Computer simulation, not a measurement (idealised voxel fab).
Process module in this document: voxel self aligned vias
cross-section cut | 290 nm wide | cells 5 nm
If you're reading a cross-section in this doc, picture square cells in a grid; it comes to you as bands, top ones listed first down to the bottom, and a band can be one or more rows of cells.
What a band's entry tells you: where the top is and where the bottom is, as heights in nm, and after that what lies inside, material by material from left to right, each with its width in nm. Empty space is written as the word "empty", and a single material marked with the word "throughout" occupies the band from edge to edge.
Height is counted from the level 0, under which the received wafer is composed throughout of one material. The lowest of the bands is not closed at the bottom but continues downward, in the notation "z 0 and below".
Width: "30..40" (first number = top row, second number = bottom row, same change from row to row of cells).
"no modifications" for a step: no cell of the cross-section changed in that step.
Sealed internal cavities: empty space of 8 cells or more with no open way to the top, each as width x height at its distance from the left edge, in nm
Post-settings text on a step line: simulator's own remark regarding the step.
overlay nm: how far to the right of its planned place the mask lay on this masked step (negative: to the left).
plan:
1) RECEIVE with material Si
2) CONFORMAL_DEP with material SiO2, thk nm 15
3) CONFORMAL_DEP with material SiCN, thk nm 5
4) DIRECTIONAL_DEP with material SiO2, thk nm 30
5) DIRECTIONAL_DEP with material aC, thk nm 15
6) PATTERN with tone open, mask id LINES, material resist, width nm 20, pitch nm 70, thk nm 30, overlay nm 0
7) DIRECTIONAL_ETCH with etch materials aC, depth nm 15
8) STRIP with etch materials resist
9) DIRECTIONAL_ETCH with etch materials SiO2, depth nm 30
10) STRIP with etch materials aC
11) CONFORMAL_DEP with material TiN, thk nm 5
12) FILL_DEP with material W, thk nm 10
13) CMP with height nm 50
14) SELECTIVE_ETCH with etch materials W Ru TiN, depth nm 10
15) FILL_DEP with material SiN, thk nm 5
16) CMP with height nm 50
17) DIRECTIONAL_DEP with material SiO2, thk nm 15
18) DIRECTIONAL_DEP with material aC, thk nm 15
19) PATTERN with tone open, mask id VIAS, material resist, width nm 50, pitch nm 70, thk nm 30, overlay nm 0
20) DIRECTIONAL_ETCH with etch materials aC, depth nm 15
21) STRIP with etch materials resist
22) DIRECTIONAL_ETCH with etch materials SiO2, depth nm 15
23) DIRECTIONAL_ETCH with etch materials SiN, depth nm 10
24) STRIP with etch materials aC
25) CONFORMAL_DEP with material TiN, thk nm 5
26) FILL_DEP with material W, thk nm 5
27) CMP with height nm 65
28) CONFORMAL_DEP with material SiCN, thk nm 5
For this document, wafers share an identical start and vary in the step 6 width nm; the plan quotes the first wafer's value.
Cross-section, first of several wafers, as delivered after step 1:
z 0 and below: Si throughout
Sealed internal cavities: none
For your reference, the table is organized with a row per wafer; each row reflects the wafer at the end of the module, indicating for each material the cells gained (+) or lost (-) since receipt, and thereafter its closed voids:
width nm 20, +116 SiCN, +588 SiO2, +56 TiN, +52 W, Sealed internal cavities: none
width nm 25, +116 SiCN, +576 SiO2, +58 TiN, +62 W, Sealed internal cavities: none
width nm 30, +116 SiCN, +564 SiO2, +60 TiN, +72 W, Sealed internal cavities: none
width nm 35, +116 SiCN, +552 SiO2, +62 TiN, +82 W, Sealed internal cavities: none
width nm 40, +116 SiCN, +540 SiO2, +64 TiN, +92 W, Sealed internal cavities: none
width nm 45, +116 SiCN, +528 SiO2, +66 TiN, +102 W, Sealed internal cavities: none
